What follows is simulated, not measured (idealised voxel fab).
This section sets out a process module, namely voxel transistor to metal.
Square cells of 5 nm make up the cross-section cut, whose width is 175 nm.
A cross-section is written here as square cells arranged in a grid, and it is given in bands from the top down, each band taking up one or more rows of cells.
Band: top height; bottom height; in nm. Then, left to right: material with width in nm, for each material. "edge to edge": a single material spanning edge to edge. "blank": empty space.
A quick word on heights: they are counted from 0, and under that level the wafer as it came to us is one material throughout. The lowest band is different from the rest in having no bottom; it simply continues downward, written as in "top 0, no bottom".
Quick explanation for "30..40": the width changes in equal steps down the rows of cells, from the first number in the band's top row to the second number in its bottom row.
"no alteration" after a step means that no cell of the cross-section changed.
In "Enclosed internal cavities" the enclosed voids are listed, meaning empty spaces of 8 cells or larger without any opening to the top. The form is width x height at distance, distance from the left edge, units nm.
On a step's line, text after the settings is the simulator commenting on that step.
Among the settings permitted on a step's line is "overlay nm"; applied to a step with a mask, it specifies the extent to which the mask lay to the right of its planned position, whereas a negative figure signifies a position to the left.
From here on the document is pairs. In a pair, the cross-section before one process step comes with the cross-section after it, and the latter goes no deeper than the lowest band that changed. What lies in between, the step and its settings, is written under the pair. A pair may be from a different run of this module on the same starting wafer than the pair above it, so it continues from that pair only where its entry headed "Pre-step" says so.

Pre-step:
top 0, bottom -5: SiO2 (25)  blank (115)  SiO2 (35)
top -5, bottom -30: SiO2 (30)  Si (105)  SiO2 (40)
top -30, no bottom: Si edge to edge
Enclosed internal cavities: none

Structure After Step:
top 0, bottom -5: SiO2 (25)  blank (115)  SiO2 (35)
top -5, bottom -10: SiO2 edge to edge
Unchanged below -10.
Enclosed internal cavities: none
To go from the before cross-section above to the after cross-section, apply OXIDIZE with depth nm 5

Pre-step: the after view from the pair directly above serves as the before view here.

Structure After Step:
top 30, bottom 25: polySi (25)  blank (115)  polySi (35)
top 25, bottom 0: polySi edge to edge
top 0, bottom -5: SiO2 (25)  polySi (115)  SiO2 (35)
Unchanged below -5.
Enclosed internal cavities: none
To go from the before cross-section above to the after cross-section, apply DIRECTIONAL_DEP with material polySi, thk nm 30

Pre-step: the after view from the pair directly above serves as the before view here.

Structure After Step:
top 45, bottom 40: SiCN (25)  blank (115)  SiCN (35)
top 40, bottom 30: SiCN edge to edge
top 30, bottom 25: polySi (25)  SiCN (115)  polySi (35)
Unchanged below 25.
Enclosed internal cavities: none
To go from the before cross-section above to the after cross-section, apply DIRECTIONAL_DEP with material SiCN, thk nm 15

Pre-step: the after view from the pair directly above serves as the before view here.

Structure After Step:
top 65, bottom 45: blank (80)  resist (15)  blank (80)
top 45, bottom 40: SiCN (25)  blank (55)  resist (15)  blank (45)  SiCN (35)
Unchanged below 40.
Enclosed internal cavities: none
To go from the before cross-section above to the after cross-section, apply PATTERN with tone cover, mask id GATE, material resist, width nm 15, thk nm 20, overlay nm 0

Pre-step: the after view from the pair directly above serves as the before view here.

Structure After Step:
top 65, bottom 40: blank (80)  resist (15)  blank (80)
top 40, bottom 30: blank (80)  SiCN (15)  blank (80)
top 30, bottom 25: polySi (25)  blank (55)  SiCN (15)  blank (45)  polySi (35)
Unchanged below 25.
Enclosed internal cavities: none
To go from the before cross-section above to the after cross-section, apply DIRECTIONAL_ETCH with etch materials SiCN, depth nm 25

Pre-step: the after view from the pair directly above serves as the before view here.

Structure After Step:
top 65, bottom 40: blank (80)  resist (15)  blank (80)
top 40, bottom 25: blank (80)  SiCN (15)  blank (80)
top 25, bottom 0: blank (80)  polySi (15)  blank (80)
top 0, bottom -5: SiO2 (25)  blank (55)  polySi (15)  blank (45)  SiO2 (35)
Unchanged below -5.
Enclosed internal cavities: none
To go from the before cross-section above to the after cross-section, apply DIRECTIONAL_ETCH with etch materials polySi, depth nm 40

Pre-step: the after view from the pair directly above serves as the before view here.

Structure After Step:
top 40, bottom 25: blank (80)  SiCN (15)  blank (80)
Unchanged below 25.
Enclosed internal cavities: none
To go from the before cross-section above to the after cross-section, apply STRIP with etch materials resist

Pre-step: the after view from the pair directly above serves as the before view here.

Structure After Step:
top 45, bottom 40: blank (75)  SiO2 (25)  blank (75)
top 40, bottom 25: blank (75)  SiO2 (5)  SiCN (15)  SiO2 (5)  blank (75)
top 25, bottom 5: blank (75)  SiO2 (5)  polySi (15)  SiO2 (5)  blank (75)
top 5, bottom 0: SiO2 (30)  blank (45)  SiO2 (5)  polySi (15)  SiO2 (5)  blank (35)  SiO2 (40)
top 0, bottom -5: SiO2 (80)  polySi (15)  SiO2 (80)
Unchanged below -5.
Enclosed internal cavities: none
To go from the before cross-section above to the after cross-section, apply CONFORMAL_DEP with material SiO2, thk nm 5

Pre-step: the after view from the pair directly above serves as the before view here.

Structure After Step:
top 40, bottom 25: blank (75)  SiO2 (5)  SiCN (15)  SiO2 (5)  blank (75)
top 25, bottom 0: blank (75)  SiO2 (5)  polySi (15)  SiO2 (5)  blank (75)
top 0, bottom -5: SiO2 (30)  blank (45)  SiO2 (5)  polySi (15)  SiO2 (5)  blank (35)  SiO2 (40)
Unchanged below -5.
Enclosed internal cavities: none
To go from the before cross-section above to the after cross-section, apply DIRECTIONAL_ETCH with etch materials SiO2, depth nm 5

Pre-step: the after view from the pair directly above serves as the before view here.

Structure After Step:
top 50, bottom 40: blank (65)  SiN (45)  blank (65)
top 40, bottom 25: blank (65)  SiN (10)  SiO2 (5)  SiCN (15)  SiO2 (5)  SiN (10)  blank (65)
top 25, bottom 10: blank (65)  SiN (10)  SiO2 (5)  polySi (15)  SiO2 (5)  SiN (10)  blank (65)
top 10, bottom 5: SiN (40)  blank (25)  SiN (10)  SiO2 (5)  polySi (15)  SiO2 (5)  SiN (10)  blank (15)  SiN (50)
top 5, bottom 0: SiN (75)  SiO2 (5)  polySi (15)  SiO2 (5)  SiN (75)
top 0, bottom -5: SiO2 (30)  SiN (45)  SiO2 (5)  polySi (15)  SiO2 (5)  SiN (35)  SiO2 (40)
Unchanged below -5.
Enclosed internal cavities: none
To go from the before cross-section above to the after cross-section, apply CONFORMAL_DEP with material SiN, thk nm 10

Pre-step: the after view from the pair directly above serves as the before view here.

Structure After Step:
top 40, bottom 25: blank (65)  SiN (10)  SiO2 (5)  SiCN (15)  SiO2 (5)  SiN (10)  blank (65)
top 25, bottom 0: blank (65)  SiN (10)  SiO2 (5)  polySi (15)  SiO2 (5)  SiN (10)  blank (65)
top 0, bottom -5: SiO2 (30)  SiN (10)  blank (25)  SiN (10)  SiO2 (5)  polySi (15)  SiO2 (5)  SiN (10)  blank (15)  SiN (10)  SiO2 (40)
Unchanged below -5.
Enclosed internal cavities: none
To go from the before cross-section above to the after cross-section, apply DIRECTIONAL_ETCH with etch materials SiN, depth nm 10

Pre-step: the after view from the pair directly above serves as the before view here.

Structure After Step:
top 40, bottom 35: blank (65)  SiN (10)  blank (5)  SiCN (15)  blank (5)  SiN (10)  blank (65)
top 35, bottom 25: blank (65)  SiN (10)  SiO2 (5)  SiCN (15)  SiO2 (5)  SiN (10)  blank (65)
top 25, bottom 0: blank (65)  SiN (10)  SiO2 (5)  polySi (15)  SiO2 (5)  SiN (10)  blank (65)
top 0, bottom -5: blank (30)  SiN (10)  blank (25)  SiN (10)  SiO2 (5)  polySi (15)  SiO2 (5)  SiN (10)  blank (15)  SiN (10)  blank (40)
top -5, bottom -10: SiO2 (40)  blank (25)  SiO2 (45)  blank (15)  SiO2 (50)
Unchanged below -10.
Enclosed internal cavities: none
To go from the before cross-section above to the after cross-section, apply DIRECTIONAL_ETCH with etch materials SiO2, depth nm 5

Pre-step: the after view from the pair directly above serves as the before view here.

Structure After Step:
top 40, bottom 35: blank (65)  SiN (10)  blank (5)  SiCN (15)  blank (5)  SiN (10)  blank (65)
top 35, bottom 25: blank (65)  SiN (10)  SiO2 (5)  SiCN (15)  SiO2 (5)  SiN (10)  blank (65)
top 25, bottom 0: blank (65)  SiN (10)  SiO2 (5)  polySi (15)  SiO2 (5)  SiN (10)  blank (65)
top 0, bottom -5: blank (30)  SiN (10)  blank (25)  SiN (10)  SiO2 (5)  polySi (15)  SiO2 (5)  SiN (10)  blank (15)  SiN (10)  blank (40)
top -5, bottom -10: SiO2 (40)  blank (25)  SiO2 (45)  blank (15)  SiO2 (50)
top -10, bottom -25: SiO2 (30)  Si (10)  blank (25)  Si (45)  blank (15)  Si (10)  SiO2 (40)
Unchanged below -25.
Enclosed internal cavities: none
To go from the before cross-section above to the after cross-section, apply DIRECTIONAL_ETCH with etch materials Si, depth nm 15

Pre-step: the after view from the pair directly above serves as the before view here.

Structure After Step:
top 40, bottom 35: blank (65)  SiN (10)  blank (5)  SiCN (15)  blank (5)  SiN (10)  blank (65)
top 35, bottom 25: blank (65)  SiN (10)  SiO2 (5)  SiCN (15)  SiO2 (5)  SiN (10)  blank (65)
top 25, bottom 10: blank (65)  SiN (10)  SiO2 (5)  polySi (15)  SiO2 (5)  SiN (10)  blank (65)
top 10, bottom 0: blank (30)  pSi (35)  SiN (10)  SiO2 (5)  polySi (15)  SiO2 (5)  SiN (10)  pSi (25)  blank (40)
top 0, bottom -5: blank (30)  SiN (10)  pSi (25)  SiN (10)  SiO2 (5)  polySi (15)  SiO2 (5)  SiN (10)  pSi (15)  SiN (10)  blank (40)
top -5, bottom -10: SiO2 (40)  pSi (25)  SiO2 (45)  pSi (15)  SiO2 (50)
top -10, bottom -25: SiO2 (30)  Si (10)  pSi (25)  Si (45)  pSi (15)  Si (10)  SiO2 (40)
Unchanged below -25.
Enclosed internal cavities: none
To go from the before cross-section above to the after cross-section, apply EPI with material pSi, thk nm 20

Pre-step: the after view from the pair directly above serves as the before view here.

Structure After Step:
top 45, bottom 40: SiO2 edge to edge
top 40, bottom 25: SiO2 (65)  SiN (10)  SiO2 (5)  SiCN (15)  SiO2 (5)  SiN (10)  SiO2 (65)
top 25, bottom 10: SiO2 (65)  SiN (10)  SiO2 (5)  polySi (15)  SiO2 (5)  SiN (10)  SiO2 (65)
top 10, bottom 0: SiO2 (30)  pSi (35)  SiN (10)  SiO2 (5)  polySi (15)  SiO2 (5)  SiN (10)  pSi (25)  SiO2 (40)
top 0, bottom -5: SiO2 (30)  SiN (10)  pSi (25)  SiN (10)  SiO2 (5)  polySi (15)  SiO2 (5)  SiN (10)  pSi (15)  SiN (10)  SiO2 (40)
Unchanged below -5.
Enclosed internal cavities: none
To go from the before cross-section above to the after cross-section, apply FILL_DEP with material SiO2, thk nm 5

Pre-step: the after view from the pair directly above serves as the before view here.

Structure After Step:
top 40, bottom 25: SiO2 (65)  SiN (10)  SiO2 (5)  SiCN (15)  SiO2 (5)  SiN (10)  SiO2 (65)
Unchanged below 25.
Enclosed internal cavities: none
To go from the before cross-section above to the after cross-section, apply CMP with height nm 40

Pre-step: the after view from the pair directly above serves as the before view here.

Structure After Step:
top 55, bottom 40: SiO2 edge to edge
Unchanged below 40.
Enclosed internal cavities: none
To go from the before cross-section above to the after cross-section, apply DIRECTIONAL_DEP with material SiO2, thk nm 15

Pre-step: the after view from the pair directly above serves as the before view here.

Structure After Step:
top 75, bottom 55: resist (45)  blank (20)  resist (45)  blank (20)  resist (45)
Unchanged below 55.
Enclosed internal cavities: none
To go from the before cross-section above to the after cross-section, apply PATTERN with tone open, mask id CONTACT, material resist, width nm 20, pitch nm 65, thk nm 20, overlay nm 0

Pre-step: the after view from the pair directly above serves as the before view here.

Structure After Step:
top 75, bottom 55: resist (45)  blank (20)  resist (45)  blank (20)  resist (45)
top 55, bottom 40: SiO2 (45)  blank (20)  SiO2 (45)  blank (20)  SiO2 (45)
top 40, bottom 25: SiO2 (45)  blank (20)  SiN (10)  SiO2 (5)  SiCN (15)  SiO2 (5)  SiN (10)  blank (20)  SiO2 (45)
top 25, bottom 10: SiO2 (45)  blank (20)  SiN (10)  SiO2 (5)  polySi (15)  SiO2 (5)  SiN (10)  blank (20)  SiO2 (45)
Unchanged below 10.
Enclosed internal cavities: none
To go from the before cross-section above to the after cross-section, apply DIRECTIONAL_ETCH with etch materials SiO2, depth nm 45

Pre-step: the after view from the pair directly above serves as the before view here.

Structure After Step:
top 55, bottom 40: SiO2 (45)  blank (20)  SiO2 (45)  blank (20)  SiO2 (45)
Unchanged below 40.
Enclosed internal cavities: none
To go from the before cross-section above to the after cross-section, apply STRIP with etch materials resist

Pre-step: the after view from the pair directly above serves as the before view here.

Structure After Step:
top 60, bottom 55: TiN (50)  blank (10)  TiN (55)  blank (10)  TiN (50)
top 55, bottom 40: SiO2 (45)  TiN (5)  blank (10)  TiN (5)  SiO2 (45)  TiN (5)  blank (10)  TiN (5)  SiO2 (45)
top 40, bottom 25: SiO2 (45)  TiN (5)  blank (10)  TiN (5)  SiN (10)  SiO2 (5)  SiCN (15)  SiO2 (5)  SiN (10)  TiN (5)  blank (10)  TiN (5)  SiO2 (45)
top 25, bottom 15: SiO2 (45)  TiN (5)  blank (10)  TiN (5)  SiN (10)  SiO2 (5)  polySi (15)  SiO2 (5)  SiN (10)  TiN (5)  blank (10)  TiN (5)  SiO2 (45)
top 15, bottom 10: SiO2 (45)  TiN (20)  SiN (10)  SiO2 (5)  polySi (15)  SiO2 (5)  SiN (10)  TiN (20)  SiO2 (45)
Unchanged below 10.
Enclosed internal cavities: none
To go from the before cross-section above to the after cross-section, apply CONFORMAL_DEP with material TiN, thk nm 5

Pre-step: the after view from the pair directly above serves as the before view here.

Structure After Step:
top 65, bottom 60: Ru edge to edge
top 60, bottom 55: TiN (50)  Ru (10)  TiN (55)  Ru (10)  TiN (50)
top 55, bottom 40: SiO2 (45)  TiN (5)  Ru (10)  TiN (5)  SiO2 (45)  TiN (5)  Ru (10)  TiN (5)  SiO2 (45)
top 40, bottom 25: SiO2 (45)  TiN (5)  Ru (10)  TiN (5)  SiN (10)  SiO2 (5)  SiCN (15)  SiO2 (5)  SiN (10)  TiN (5)  Ru (10)  TiN (5)  SiO2 (45)
top 25, bottom 15: SiO2 (45)  TiN (5)  Ru (10)  TiN (5)  SiN (10)  SiO2 (5)  polySi (15)  SiO2 (5)  SiN (10)  TiN (5)  Ru (10)  TiN (5)  SiO2 (45)
Unchanged below 15.
Enclosed internal cavities: none
To go from the before cross-section above to the after cross-section, apply FILL_DEP with material Ru, thk nm 5

Pre-step: the after view from the pair directly above serves as the before view here.

Structure After Step:
top 55, bottom 40: SiO2 (45)  TiN (5)  Ru (10)  TiN (5)  SiO2 (45)  TiN (5)  Ru (10)  TiN (5)  SiO2 (45)
Unchanged below 40.
Enclosed internal cavities: none
To go from the before cross-section above to the after cross-section, apply CMP with height nm 55

Pre-step: the after view from the pair directly above serves as the before view here.

Structure After Step:
top 60, bottom 55: TiN edge to edge
Unchanged below 55.
Enclosed internal cavities: none
To go from the before cross-section above to the after cross-section, apply DIRECTIONAL_DEP with material TiN, thk nm 5

Pre-step: the after view from the pair directly above serves as the before view here.

Structure After Step:
top 85, bottom 60: Ru edge to edge
Unchanged below 60.
Enclosed internal cavities: none
To go from the before cross-section above to the after cross-section, apply DIRECTIONAL_DEP with material Ru, thk nm 25

Pre-step: the after view from the pair directly above serves as the before view here.

Structure After Step:
top 105, bottom 85: blank (45)  resist (20)  blank (45)  resist (20)  blank (45)
Unchanged below 85.
Enclosed internal cavities: none
To go from the before cross-section above to the after cross-section, apply PATTERN with tone cover, mask id METAL_1, material resist, width nm 20, pitch nm 65, thk nm 20, overlay nm 0

Pre-step: the after view from the pair directly above serves as the before view here.

Structure After Step:
top 105, bottom 85: blank (45)  resist (20)  blank (45)  resist (20)  blank (45)
top 85, bottom 60: blank (45)  Ru (20)  blank (45)  Ru (20)  blank (45)
Unchanged below 60.
Enclosed internal cavities: none
To go from the before cross-section above to the after cross-section, apply DIRECTIONAL_ETCH with etch materials Ru, depth nm 25

Pre-step: the after view from the pair directly above serves as the before view here.

Structure After Step:
top 105, bottom 85: blank (45)  resist (20)  blank (45)  resist (20)  blank (45)
top 85, bottom 60: blank (45)  Ru (20)  blank (45)  Ru (20)  blank (45)
top 60, bottom 55: blank (45)  TiN (20)  blank (45)  TiN (20)  blank (45)
Unchanged below 55.
Enclosed internal cavities: none
To go from the before cross-section above to the after cross-section, apply DIRECTIONAL_ETCH with etch materials TiN, depth nm 5

Pre-step: the after view from the pair directly above serves as the before view here.

Structure After Step:
top 85, bottom 60: blank (45)  Ru (20)  blank (45)  Ru (20)  blank (45)
Unchanged below 60.
Enclosed internal cavities: none
To go from the before cross-section above to the after cross-section, apply STRIP with etch materials resist

Pre-step: the after view from the pair directly above serves as the before view here.

Structure After Step:
top 90, bottom 85: SiO2 edge to edge
top 85, bottom 60: SiO2 (45)  Ru (20)  SiO2 (45)  Ru (20)  SiO2 (45)
top 60, bottom 55: SiO2 (45)  TiN (20)  SiO2 (45)  TiN (20)  SiO2 (45)
Unchanged below 55.
Enclosed internal cavities: none
To go from the before cross-section above to the after cross-section, apply FILL_DEP with material SiO2, thk nm 5

Pre-step: the after view from the pair directly above serves as the before view here.

Structure After Step:
top 85, bottom 60: SiO2 (45)  Ru (20)  SiO2 (45)  Ru (20)  SiO2 (45)
Unchanged below 60.
Enclosed internal cavities: none
To go from the before cross-section above to the after cross-section, apply CMP with height nm 85

Pre-step: the after view from the pair directly above serves as the before view here.

Structure After Step:
top 90, bottom 85: SiN edge to edge
Unchanged below 85.
Enclosed internal cavities: none
To go from the before cross-section above to the after cross-section, apply CONFORMAL_DEP with material SiN, thk nm 5

Pre-step:
top 60, bottom 55: TiN edge to edge
top 55, bottom 40: SiO2 (45)  TiN (5)  Ru (10)  TiN (5)  SiO2 (45)  TiN (5)  Ru (10)  TiN (5)  SiO2 (45)
top 40, bottom 25: SiO2 (45)  TiN (5)  Ru (10)  TiN (5)  SiN (10)  SiO2 (5)  SiCN (15)  SiO2 (5)  SiN (10)  TiN (5)  Ru (10)  TiN (5)  SiO2 (45)
top 25, bottom 15: SiO2 (45)  TiN (5)  Ru (10)  TiN (5)  SiN (10)  SiO2 (5)  polySi (15)  SiO2 (5)  SiN (10)  TiN (5)  Ru (10)  TiN (5)  SiO2 (45)
top 15, bottom 10: SiO2 (45)  TiN (20)  SiN (10)  SiO2 (5)  polySi (15)  SiO2 (5)  SiN (10)  TiN (20)  SiO2 (45)
top 10, bottom 0: SiO2 (35)  pSi (30)  SiN (10)  SiO2 (5)  polySi (15)  SiO2 (5)  SiN (10)  pSi (30)  SiO2 (35)
top 0, bottom -5: SiO2 (35)  SiN (10)  pSi (20)  SiN (10)  SiO2 (5)  polySi (15)  SiO2 (5)  SiN (10)  pSi (20)  SiN (10)  SiO2 (35)
top -5, bottom -10: SiO2 (45)  pSi (20)  SiO2 (45)  pSi (20)  SiO2 (45)
top -10, bottom -25: SiO2 (35)  Si (10)  pSi (20)  Si (45)  pSi (20)  Si (10)  SiO2 (35)
top -25, bottom -30: SiO2 (35)  Si (105)  SiO2 (35)
top -30, no bottom: Si edge to edge
Enclosed internal cavities: none

Structure After Step:
top 85, bottom 60: polySi edge to edge
Unchanged below 60.
Enclosed internal cavities: none
To go from the before cross-section above to the after cross-section, apply DIRECTIONAL_DEP with material polySi, thk nm 25

Pre-step: the after view from the pair directly above serves as the before view here.

Structure After Step:
top 105, bottom 85: blank (45)  resist (20)  blank (45)  resist (20)  blank (45)
Unchanged below 85.
Enclosed internal cavities: none
To go from the before cross-section above to the after cross-section, apply PATTERN with tone cover, mask id METAL_1, material resist, width nm 20, pitch nm 65, thk nm 20, overlay nm 0

Pre-step: the after view from the pair directly above serves as the before view here.

Structure After Step:
top 85, bottom 60: polySi edge to edge
Unchanged below 60.
Enclosed internal cavities: none
To go from the before cross-section above to the after cross-section, apply STRIP with etch materials resist

Pre-step: the after view from the pair directly above serves as the before view here.

Structure After Step:
top 90, bottom 85: SiO2 edge to edge
Unchanged below 85.
Enclosed internal cavities: none
To go from the before cross-section above to the after cross-section, apply FILL_DEP with material SiO2, thk nm 5

Pre-step: the after view from the pair directly above serves as the before view here.

Structure After Step:
top 85, bottom 60: polySi edge to edge
Unchanged below 60.
Enclosed internal cavities: none
To go from the before cross-section above to the after cross-section, apply CMP with height nm 85

Pre-step: the after view from the pair directly above serves as the before view here.

Structure After Step:
top 90, bottom 85: SiN edge to edge
Unchanged below 85.
Enclosed internal cavities: none
To go from the before cross-section above to the after cross-section, apply CONFORMAL_DEP with material SiN, thk nm 5

Pre-step:
top 20, bottom 10: aC edge to edge
top 10, bottom 0: SiN edge to edge
top 0, bottom -5: SiO2 edge to edge
top -5, no bottom: Si edge to edge
Enclosed internal cavities: none

Structure After Step:
top 50, bottom 20: resist (35)  blank (105)  resist (35)
Unchanged below 20.
Enclosed internal cavities: none
To go from the before cross-section above to the after cross-section, apply PATTERN with tone open, mask id ACTIVE, material resist, width nm 105, thk nm 30, overlay nm 0

Pre-step: the after view from the pair directly above serves as the before view here.

Structure After Step:
top 40, bottom 20: resist (35)  blank (105)  resist (35)
top 20, bottom 10: aC (35)  blank (105)  aC (35)
Unchanged below 10.
Enclosed internal cavities: none
To go from the before cross-section above to the after cross-section, apply DIRECTIONAL_ETCH with etch materials aC, depth nm 10

Pre-step: the after view from the pair directly above serves as the before view here.

Structure After Step:
top 20, bottom 10: aC (35)  blank (105)  aC (35)
Unchanged below 10.
Enclosed internal cavities: none
To go from the before cross-section above to the after cross-section, apply STRIP with etch materials resist

Pre-step: the after view from the pair directly above serves as the before view here.

Structure After Step:
top 20, bottom 10: aC (35)  blank (105)  aC (35)
top 10, bottom 0: SiN (35)  blank (105)  SiN (35)
Unchanged below 0.
Enclosed internal cavities: none
To go from the before cross-section above to the after cross-section, apply DIRECTIONAL_ETCH with etch materials SiN, depth nm 10

Pre-step: the after view from the pair directly above serves as the before view here.

Structure After Step:
top 20, bottom 10: aC (35)  blank (105)  aC (35)
top 10, bottom 0: SiN (35)  blank (105)  SiN (35)
top 0, bottom -5: SiO2 (35)  blank (105)  SiO2 (35)
Unchanged below -5.
Enclosed internal cavities: none
To go from the before cross-section above to the after cross-section, apply DIRECTIONAL_ETCH with etch materials SiO2, depth nm 5

Pre-step: the after view from the pair directly above serves as the before view here.

Structure After Step:
top 20, bottom 10: aC (35)  blank (105)  aC (35)
top 10, bottom 0: SiN (35)  blank (105)  SiN (35)
top 0, bottom -5: SiO2 (35)  blank (105)  SiO2 (35)
top -5, bottom -30: Si (35)  blank (105)  Si (35)
Unchanged below -30.
Enclosed internal cavities: none
To go from the before cross-section above to the after cross-section, apply DIRECTIONAL_ETCH with etch materials Si, depth nm 25

Pre-step: the after view from the pair directly above serves as the before view here.

Structure After Step:
top 10, bottom 0: SiN (35)  blank (105)  SiN (35)
Unchanged below 0.
Enclosed internal cavities: none
To go from the before cross-section above to the after cross-section, apply STRIP with etch materials aC

Pre-step: the after view from the pair directly above serves as the before view here.

Structure After Step:
top 25, bottom 10: SiO2 edge to edge
top 10, bottom 0: SiN (35)  SiO2 (105)  SiN (35)
top 0, bottom -5: SiO2 edge to edge
top -5, bottom -30: Si (35)  SiO2 (105)  Si (35)
Unchanged below -30.
Enclosed internal cavities: none
To go from the before cross-section above to the after cross-section, apply FILL_DEP with material SiO2, thk nm 15

Pre-step: the after view from the pair directly above serves as the before view here.

Structure After Step:
top 10, bottom 0: SiN (35)  SiO2 (105)  SiN (35)
Unchanged below 0.
Enclosed internal cavities: none
To go from the before cross-section above to the after cross-section, apply CMP with height nm 10

Pre-step: the after view from the pair directly above serves as the before view here.

Structure After Step:
top 10, bottom 5: SiN (35)  blank (105)  SiN (35)
Unchanged below 5.
Enclosed internal cavities: none
To go from the before cross-section above to the after cross-section, apply SELECTIVE_ETCH with etch materials SiO2, depth nm 5

Pre-step: the after view from the pair directly above serves as the before view here.

Structure After Step:
top 5, bottom 0: blank (35)  SiO2 (105)  blank (35)
Unchanged below 0.
Enclosed internal cavities: none
To go from the before cross-section above to the after cross-section, apply STRIP with etch materials SiN

Pre-step: the after view from the pair directly above serves as the before view here.

Structure After Step:
top 0, bottom -5: blank (40)  SiO2 (95)  blank (40)
Unchanged below -5.
Enclosed internal cavities: none
To go from the before cross-section above to the after cross-section, apply SELECTIVE_ETCH with etch materials SiO2, depth nm 5

Pre-step: the after view from the pair directly above serves as the before view here.

Structure After Step:
top 0, bottom -5: blank (40)  SiO2 (95)  blank (40)
top -5, bottom -10: SiO2 edge to edge
Unchanged below -10.
Enclosed internal cavities: none
To go from the before cross-section above to the after cross-section, apply OXIDIZE with depth nm 5

Pre-step: the after view from the pair directly above serves as the before view here.

Structure After Step:
top 30, bottom 25: blank (40)  polySi (95)  blank (40)
top 25, bottom 0: polySi edge to edge
top 0, bottom -5: polySi (40)  SiO2 (95)  polySi (40)
Unchanged below -5.
Enclosed internal cavities: none
To go from the before cross-section above to the after cross-section, apply DIRECTIONAL_DEP with material polySi, thk nm 30

Pre-step: the after view from the pair directly above serves as the before view here.

Structure After Step:
top 45, bottom 40: blank (40)  SiCN (95)  blank (40)
top 40, bottom 30: SiCN edge to edge
top 30, bottom 25: SiCN (40)  polySi (95)  SiCN (40)
Unchanged below 25.
Enclosed internal cavities: none
To go from the before cross-section above to the after cross-section, apply DIRECTIONAL_DEP with material SiCN, thk nm 15

Pre-step: the after view from the pair directly above serves as the before view here.

Structure After Step:
top 65, bottom 45: blank (80)  resist (15)  blank (80)
Unchanged below 45.
Enclosed internal cavities: none
To go from the before cross-section above to the after cross-section, apply PATTERN with tone cover, mask id GATE, material resist, width nm 15, thk nm 20, overlay nm 0

Pre-step: the after view from the pair directly above serves as the before view here.

Structure After Step:
top 65, bottom 45: blank (80)  resist (15)  blank (80)
top 45, bottom 30: blank (80)  SiCN (15)  blank (80)
top 30, bottom 25: blank (40)  polySi (95)  blank (40)
Unchanged below 25.
Enclosed internal cavities: none
To go from the before cross-section above to the after cross-section, apply DIRECTIONAL_ETCH with etch materials SiCN, depth nm 25

Pre-step: the after view from the pair directly above serves as the before view here.

Structure After Step:
top 65, bottom 45: blank (80)  resist (15)  blank (80)
top 45, bottom 30: blank (80)  SiCN (15)  blank (80)
top 30, bottom 0: blank (80)  polySi (15)  blank (80)
top 0, bottom -5: blank (40)  SiO2 (95)  blank (40)
Unchanged below -5.
Enclosed internal cavities: none
To go from the before cross-section above to the after cross-section, apply DIRECTIONAL_ETCH with etch materials polySi, depth nm 40

Pre-step: the after view from the pair directly above serves as the before view here.

Structure After Step:
top 45, bottom 30: blank (80)  SiCN (15)  blank (80)
Unchanged below 30.
Enclosed internal cavities: none
To go from the before cross-section above to the after cross-section, apply STRIP with etch materials resist

Pre-step: the after view from the pair directly above serves as the before view here.

Structure After Step:
top 50, bottom 45: blank (75)  SiO2 (25)  blank (75)
top 45, bottom 30: blank (75)  SiO2 (5)  SiCN (15)  SiO2 (5)  blank (75)
top 30, bottom 5: blank (75)  SiO2 (5)  polySi (15)  SiO2 (5)  blank (75)
top 5, bottom 0: blank (35)  SiO2 (45)  polySi (15)  SiO2 (45)  blank (35)
top 0, bottom -10: SiO2 edge to edge
Unchanged below -10.
Enclosed internal cavities: none
To go from the before cross-section above to the after cross-section, apply CONFORMAL_DEP with material SiO2, thk nm 5

Pre-step: the after view from the pair directly above serves as the before view here.

Structure After Step:
top 45, bottom 30: blank (75)  SiO2 (5)  SiCN (15)  SiO2 (5)  blank (75)
top 30, bottom 0: blank (75)  SiO2 (5)  polySi (15)  SiO2 (5)  blank (75)
top 0, bottom -5: blank (35)  SiO2 (105)  blank (35)
Unchanged below -5.
Enclosed internal cavities: none
To go from the before cross-section above to the after cross-section, apply DIRECTIONAL_ETCH with etch materials SiO2, depth nm 5

Pre-step: the after view from the pair directly above serves as the before view here.

Structure After Step:
top 55, bottom 45: blank (65)  SiN (45)  blank (65)
top 45, bottom 30: blank (65)  SiN (10)  SiO2 (5)  SiCN (15)  SiO2 (5)  SiN (10)  blank (65)
top 30, bottom 10: blank (65)  SiN (10)  SiO2 (5)  polySi (15)  SiO2 (5)  SiN (10)  blank (65)
top 10, bottom 5: blank (25)  SiN (50)  SiO2 (5)  polySi (15)  SiO2 (5)  SiN (50)  blank (25)
top 5, bottom 0: SiN (75)  SiO2 (5)  polySi (15)  SiO2 (5)  SiN (75)
top 0, bottom -5: SiN (35)  SiO2 (105)  SiN (35)
Unchanged below -5.
Enclosed internal cavities: none
To go from the before cross-section above to the after cross-section, apply CONFORMAL_DEP with material SiN, thk nm 10

Pre-step: the after view from the pair directly above serves as the before view here.

Structure After Step:
top 45, bottom 30: blank (65)  SiN (10)  SiO2 (5)  SiCN (15)  SiO2 (5)  SiN (10)  blank (65)
top 30, bottom 0: blank (65)  SiN (10)  SiO2 (5)  polySi (15)  SiO2 (5)  SiN (10)  blank (65)
top 0, bottom -5: blank (25)  SiN (10)  SiO2 (105)  SiN (10)  blank (25)
Unchanged below -5.
Enclosed internal cavities: none
To go from the before cross-section above to the after cross-section, apply DIRECTIONAL_ETCH with etch materials SiN, depth nm 10

Pre-step: the after view from the pair directly above serves as the before view here.

Structure After Step:
top 45, bottom 40: blank (65)  SiN (10)  blank (5)  SiCN (15)  blank (5)  SiN (10)  blank (65)
top 40, bottom 30: blank (65)  SiN (10)  SiO2 (5)  SiCN (15)  SiO2 (5)  SiN (10)  blank (65)
top 30, bottom 0: blank (65)  SiN (10)  SiO2 (5)  polySi (15)  SiO2 (5)  SiN (10)  blank (65)
top 0, bottom -5: blank (25)  SiN (10)  blank (30)  SiO2 (45)  blank (30)  SiN (10)  blank (25)
top -5, bottom -10: blank (25)  SiO2 (125)  blank (25)
Unchanged below -10.
Enclosed internal cavities: none
To go from the before cross-section above to the after cross-section, apply DIRECTIONAL_ETCH with etch materials SiO2, depth nm 5
